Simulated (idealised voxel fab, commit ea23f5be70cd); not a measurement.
Presented below is a process module, voxel fin reveal.
This is section cut - it's 200 nm across, gridded in 5 nm square cells.
Square cells in a grid make up a cross-section in this document, and the grid is given as bands, listed from the top down, each one or more rows of cells. The entry gives the band's vertical extent as a top height and a bottom height in nm, then its horizontal make-up as materials from left to right, each with a width in nm. "air" stands for empty space; a single material marked "full width" fills the band edge to edge. We count height from 0. Below that, the starting wafer is all one material. The lowest band never ends at the bottom but goes on down; see "0 and below" for how that is written. Graded width ("30..40"): value in top row of band = first number; value in bottom row = second number; row-to-row change constant. What does "no modifications" mean for a step? It means no cell of the cross-section changed in that step. "Voids, sealed" specifies each empty space that is not open to the top and that occupies no fewer than 8 cells, using the form width x height at distance, the distance measured from the left edge and all three quantities in nm. Past the settings on a step's line: simulator remark, on that step. The optional step-line setting "overlay nm" applies to steps with a mask and quantifies how far to the right of its planned location the mask lay, a negative value indicating leftward placement.
[Planned process steps]
| 1 | RECEIVE with material Si |
| 2 | CONFORMAL_DEP with material SiN, thk nm 10 |
| 3 | MASKED_ETCH with tone cover, mask id FINS, width nm 15, pitch nm 35, etch materials SiN, depth nm 10, overlay nm 0 |
| 4 | MASKED_ETCH with tone cover, mask id FINS, width nm 15, pitch nm 35, etch materials Si, depth nm 40, overlay nm 0 |
| 5 | FILL_DEP with material SiO2, thk nm 15 |
| 6 | CMP with height nm 10 |
| 7 | SELECTIVE_ETCH with etch materials SiO2, depth nm 25 |
| 8 | STRIP with etch materials SiN |
[The cross-section here shows the wafer as received, i.e. in its state after step 1]
    0 and below = Si full width
    Voids, sealed: none
[Looking at the first of two wafers in cross-section at end of module - ran to plan]
    0 down to -15 = air=75; Si=15; air=20; Si=15; air=75
    -15 down to -40 = SiO2=75; Si=15; SiO2=20; Si=15; SiO2=75
    -40 and below = Si full width
    Voids, sealed: none
[What the second wafer looks like in cross-section once the module is done. Its start and its plan matched the first wafer's exactly; what differed was one mistake in how it was run]
    0 down to -15 = air=75; Si=15; air=20; Si=15; air=75
    -15 down to -25 = SiO2=50; air=25; Si=15; air=20; Si=15; air=25; SiO2=50
    -25 down to -40 = SiO2=75; Si=15; SiO2=20; Si=15; SiO2=75
    -40 and below = Si full width
    Voids, sealed: none
Nonconformance to the process plan: a sequencing error occurred in which plan steps 7 and 8 were transposed
End of process, cell counts, second wafer against first, materials with more or fewer: SiO2 -28
